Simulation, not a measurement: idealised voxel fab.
Process module under the name voxel wiring stack
In the cross-section labelled cut, the width is 260 nm and each square cell is 5 nm.
In this document a cross-section is written as a grid of square cells. It is given as a series of bands, listed from the top down, and a band is one or more rows of cells. The band entry comprises the height of the band's top followed by the height of its bottom, expressed in nm, and subsequently the band's materials from left to right, each stated together with its width in nm. Where a single material is marked with the word "everywhere", that material fills the band from edge to edge. The word "blank" represents empty space. Measure heights from 0. That's the level where, below it, the as-received wafer is all one material. The lowest band is bottomless and extends downward; write it as in "top 0, no bottom". Top row gets the first number, bottom row gets the second, and each row in between changes by the same step: that is how a band width like "30..40" works. No cell of the cross-section changed in a step that is given as "no alteration". Closed-off voids of 8+ cells (no open route to the top) go in "Closed void table", written width x height at distance from the left edge, in nm. On each step's line, the part that comes after the settings is the simulator's own comment on the step. Steps that use a mask can have "overlay nm" on their line. It says how far the mask sat to the right of where it was meant to be. Negative means to the left.
LISTED BELOW ARE THE PROCESS STEPS AS PLANNED
| 1 | op RECEIVE | material Si |
| 2 | op CONFORMAL_DEP | material SiO2 | thk nm 15 |
| 3 | op CONFORMAL_DEP | material SiN | thk nm 5 |
| 4 | op DIRECTIONAL_DEP | material lowk | thk nm 25 |
| 5 | op DIRECTIONAL_DEP | material aC | thk nm 10 |
| 6 | op PATTERN | tone open | mask id METAL_1 | material resist | width nm 25 | pitch nm 40 | thk nm 30 | overlay nm 0 |
| 7 | op DIRECTIONAL_ETCH | etch materials aC | depth nm 10 |
| 8 | op STRIP | etch materials resist |
| 9 | op DIRECTIONAL_ETCH | etch materials lowk | depth nm 25 |
| 10 | op DIRECTIONAL_ETCH | etch materials SiN | depth nm 5 |
| 11 | op STRIP | etch materials aC |
| 12 | op CONFORMAL_DEP | material TiN | thk nm 5 |
| 13 | op FILL_DEP | material Ru | thk nm 10 |
| 14 | op CMP | height nm 45 |
| 15 | op EPI | material Ru | thk nm 5 |
| 16 | op FILL_DEP | material SiCN | thk nm 5 |
| 17 | op DIRECTIONAL_DEP | material lowk | thk nm 30 |
| 18 | op DIRECTIONAL_DEP | material aC | thk nm 10 |
| 19 | op PATTERN | tone open | mask id METAL_2_HOLES | material resist | width nm 15 | pitch nm 40 | thk nm 25 | overlay nm 0 |
| 20 | op DIRECTIONAL_ETCH | etch materials aC | depth nm 10 |
| 21 | op STRIP | etch materials resist |
| 22 | op DIRECTIONAL_ETCH | etch materials lowk | depth nm 30 |
| 23 | op STRIP | etch materials aC |
| 24 | op PATTERN | tone open | mask id METAL_2 | material resist | width nm 25 | pitch nm 40 | thk nm 15 | overlay nm 0 |
| 25 | op DIRECTIONAL_ETCH | etch materials lowk | depth nm 15 |
| 26 | op DIRECTIONAL_ETCH | etch materials SiCN | depth nm 5 |
| 27 | op STRIP | etch materials resist |
| 28 | op CONFORMAL_DEP | material TiN | thk nm 5 |
| 29 | op FILL_DEP | material Cu | thk nm 5 |
| 30 | op CMP | height nm 85 |
| 31 | op CONFORMAL_DEP | material SiN | thk nm 5 |
The value of width nm given for step 19 in the plan refers to the first wafer; the wafers vary in this setting and are alike at the start.
INCOMING STATE OF THE FIRST OF SEVERAL WAFERS IN CROSS-SECTION: AFTER STEP 1
top 0, no bottom: Si everywhere
Closed void table: none
CROSS-SECTION AFTER STEP 31, THE FINAL STEP OF THE MODULE, FOR THE FIRST OF SEVERAL WAFERS
top 90, bottom 85: SiN everywhere
top 85, bottom 75: 55 lowk, then 5 TiN, then 15 Cu, then 5 TiN, then 15 lowk, then 5 TiN, then 15 Cu, then 5 TiN, then 15 lowk, then 5 TiN, then 15 Cu, then 5 TiN, then 15 lowk, then 5 TiN, then 15 Cu, then 5 TiN, then 60 lowk
top 75, bottom 70: 55 lowk, then 5 TiN, then 5 Cu, then 15 TiN, then 15 lowk, then 5 TiN, then 5 Cu, then 15 TiN, then 15 lowk, then 5 TiN, then 5 Cu, then 15 TiN, then 15 lowk, then 5 TiN, then 5 Cu, then 15 TiN, then 60 lowk
top 70, bottom 55: 55 lowk, then 5 TiN, then 5 Cu, then 5 TiN, then 25 lowk, then 5 TiN, then 5 Cu, then 5 TiN, then 25 lowk, then 5 TiN, then 5 Cu, then 5 TiN, then 25 lowk, then 5 TiN, then 5 Cu, then 5 TiN, then 70 lowk
top 55, bottom 50: 55 SiCN, then 15 TiN, then 25 SiCN, then 15 TiN, then 25 SiCN, then 15 TiN, then 25 SiCN, then 15 TiN, then 70 SiCN
top 50, bottom 45: 50 SiCN, then 35 Ru, then 5 SiCN, then 35 Ru, then 5 SiCN, then 35 Ru, then 5 SiCN, then 35 Ru, then 55 SiCN
top 45, bottom 20: 55 lowk, then 5 TiN, then 15 Ru, then 5 TiN, then 15 lowk, then 5 TiN, then 15 Ru, then 5 TiN, then 15 lowk, then 5 TiN, then 15 Ru, then 5 TiN, then 15 lowk, then 5 TiN, then 15 Ru, then 5 TiN, then 60 lowk
top 20, bottom 15: 55 SiN, then 25 TiN, then 15 SiN, then 25 TiN, then 15 SiN, then 25 TiN, then 15 SiN, then 25 TiN, then 60 SiN
top 15, bottom 0: SiO2 everywhere
top 0, no bottom: Si everywhere
Closed void table: none
CROSS-SECTIONAL VIEW, END OF MODULE, LAST WAFER OF SEVERAL
top 90, bottom 85: SiN everywhere
top 85, bottom 75: 50 lowk, then 5 TiN, then 20 Cu, then 5 TiN, then 10 lowk, then 5 TiN, then 20 Cu, then 5 TiN, then 10 lowk, then 5 TiN, then 20 Cu, then 5 TiN, then 10 lowk, then 5 TiN, then 20 Cu, then 5 TiN, then 60 lowk
top 75, bottom 70: 50 lowk, then 5 TiN, then 15 Cu, then 10 TiN, then 10 lowk, then 5 TiN, then 15 Cu, then 10 TiN, then 10 lowk, then 5 TiN, then 15 Cu, then 10 TiN, then 10 lowk, then 5 TiN, then 15 Cu, then 10 TiN, then 60 lowk
top 70, bottom 60: 50 lowk, then 5 TiN, then 15 Cu, then 5 TiN, then 15 lowk, then 5 TiN, then 15 Cu, then 5 TiN, then 15 lowk, then 5 TiN, then 15 Cu, then 5 TiN, then 15 lowk, then 5 TiN, then 15 Cu, then 5 TiN, then 65 lowk
top 60, bottom 55: 50 lowk, then 10 TiN, then 10 Cu, then 5 TiN, then 15 lowk, then 10 TiN, then 10 Cu, then 5 TiN, then 15 lowk, then 10 TiN, then 10 Cu, then 5 TiN, then 15 lowk, then 10 TiN, then 10 Cu, then 5 TiN, then 65 lowk
top 55, bottom 50: 55 SiCN, then 20 TiN, then 20 SiCN, then 20 TiN, then 20 SiCN, then 20 TiN, then 20 SiCN, then 20 TiN, then 65 SiCN
top 50, bottom 45: 50 SiCN, then 35 Ru, then 5 SiCN, then 35 Ru, then 5 SiCN, then 35 Ru, then 5 SiCN, then 35 Ru, then 55 SiCN
top 45, bottom 20: 55 lowk, then 5 TiN, then 15 Ru, then 5 TiN, then 15 lowk, then 5 TiN, then 15 Ru, then 5 TiN, then 15 lowk, then 5 TiN, then 15 Ru, then 5 TiN, then 15 lowk, then 5 TiN, then 15 Ru, then 5 TiN, then 60 lowk
top 20, bottom 15: 55 SiN, then 25 TiN, then 15 SiN, then 25 TiN, then 15 SiN, then 25 TiN, then 15 SiN, then 25 TiN, then 60 SiN
top 15, bottom 0: SiO2 everywhere
top 0, no bottom: Si everywhere
Closed void table: none
BELOW, A ROW FOR EVERY WAFER. READ IT AS THE END-OF-MODULE PICTURE: FOR EACH MATERIAL THE WAFER SHOWS ITS CELLS GAINED (+) OR LOST (-) SINCE IT WAS RECEIVED, AND THEN ITS CLOSED VOIDS
width nm 15 | +40 Cu | +88 Ru | +64 SiCN | +84 SiN | +156 SiO2 | +128 TiN | +376 lowk | Closed void table: none
width nm 20 | +56 Cu | +88 Ru | +60 SiCN | +84 SiN | +156 SiO2 | +128 TiN | +364 lowk | Closed void table: none
width nm 25 | +76 Cu | +88 Ru | +60 SiCN | +84 SiN | +156 SiO2 | +132 TiN | +340 lowk | Closed void table: none
